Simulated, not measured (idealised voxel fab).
A process module follows: voxel air gaps.
Square cell edge 5 nm, section width 265 nm, ID cut.
A cross-section is written here as square cells arranged in a grid, and it is given in bands from the top down, each band taking up one or more rows of cells.
Read a band's entry like this: the first values are the height of its top and the height of its bottom in nm, and what follows is the sequence of materials from left to right, each with its width in nm. Note that "empty" is empty space, and that a single material marked "everywhere" reaches across the band from edge to edge.
Height 0 is the level under which the wafer as received is all one material. The lowest band goes on downwards, as in "0 and below".
A two-number width, for instance "30..40", indicates that the width is equal to the first number in the top row of the band and to the second number in the bottom row, and that it changes by a constant amount per row of cells.
Step marked "left unchanged"? Then no cell in the cross-section changed in it.
What "Sealed cavities" gives you is every empty space of 8 cells or more that is cut off from the top. Each appears as width x height at distance, with the distance taken from the left edge and width, height and distance all in nm.
Where a step's line continues beyond its settings, the continuation is a remark by the simulator itself on that step.
The "overlay nm" setting may appear on a step's line; for a step that uses a mask, it gives how far to the right of its planned position the mask lay, and a negative value indicates the left.
## Process steps - plan
step 1: RECEIVE: material Si
step 2: CONFORMAL_DEP: material SiO2, thk nm 15
step 3: CONFORMAL_DEP: material SiN, thk nm 5
step 4: DIRECTIONAL_DEP: material SiO2, thk nm 40
step 5: DIRECTIONAL_DEP: material aC, thk nm 15
step 6: PATTERN: tone open, mask id LINES, material resist, width nm 25, pitch nm 55, thk nm 35, overlay nm 0
step 7: DIRECTIONAL_ETCH: etch materials aC, depth nm 15
step 8: STRIP: etch materials resist
step 9: DIRECTIONAL_ETCH: etch materials SiO2, depth nm 40
step 10: STRIP: etch materials aC
step 11: CONFORMAL_DEP: material TiN, thk nm 5
step 12: FILL_DEP: material W, thk nm 10
step 13: CMP: height nm 60
step 14: EPI: material Ru, thk nm 10
step 15: SELECTIVE_ETCH: etch materials SiO2, depth nm 50
step 16: CONFORMAL_DEP: material SiCN, thk nm 5
## As-received wafer cross-section (after step 1)
  0 and below = Si everywhere
  Sealed cavities: none
## The module was run from the start shown above using the plan shown above, but one mistake was made doing it; the resulting wafer cross-section is below
  85 down to 80 = empty 10, then SiCN 240, then empty 15
  80 down to 60 = empty 10, then SiCN 5, then Ru 230, then SiCN 5, then empty 15
  60 down to 55 = empty 10, then SiCN 25, then TiN 5, then W 15, then TiN 5, then SiO2 30, then TiN 5, then W 15, then TiN 5, then SiO2 30, then TiN 5, then W 15, then TiN 5, then SiO2 30, then TiN 5, then W 15, then TiN 5, then SiCN 25, then empty 15
  55 down to 25 = empty 30, then SiCN 5, then TiN 5, then W 15, then TiN 5, then SiO2 30, then TiN 5, then W 15, then TiN 5, then SiO2 30, then TiN 5, then W 15, then TiN 5, then SiO2 30, then TiN 5, then W 15, then TiN 5, then SiCN 5, then empty 35
  25 down to 20 = SiCN 35, then TiN 25, then SiO2 30, then TiN 25, then SiO2 30, then TiN 25, then SiO2 30, then TiN 25, then SiCN 40
  20 down to 15 = SiN everywhere
  15 down to 0 = SiO2 everywhere
  0 and below = Si everywhere
  Sealed cavities: none
Deviation from plan: yeah, plan step 14 got run twice
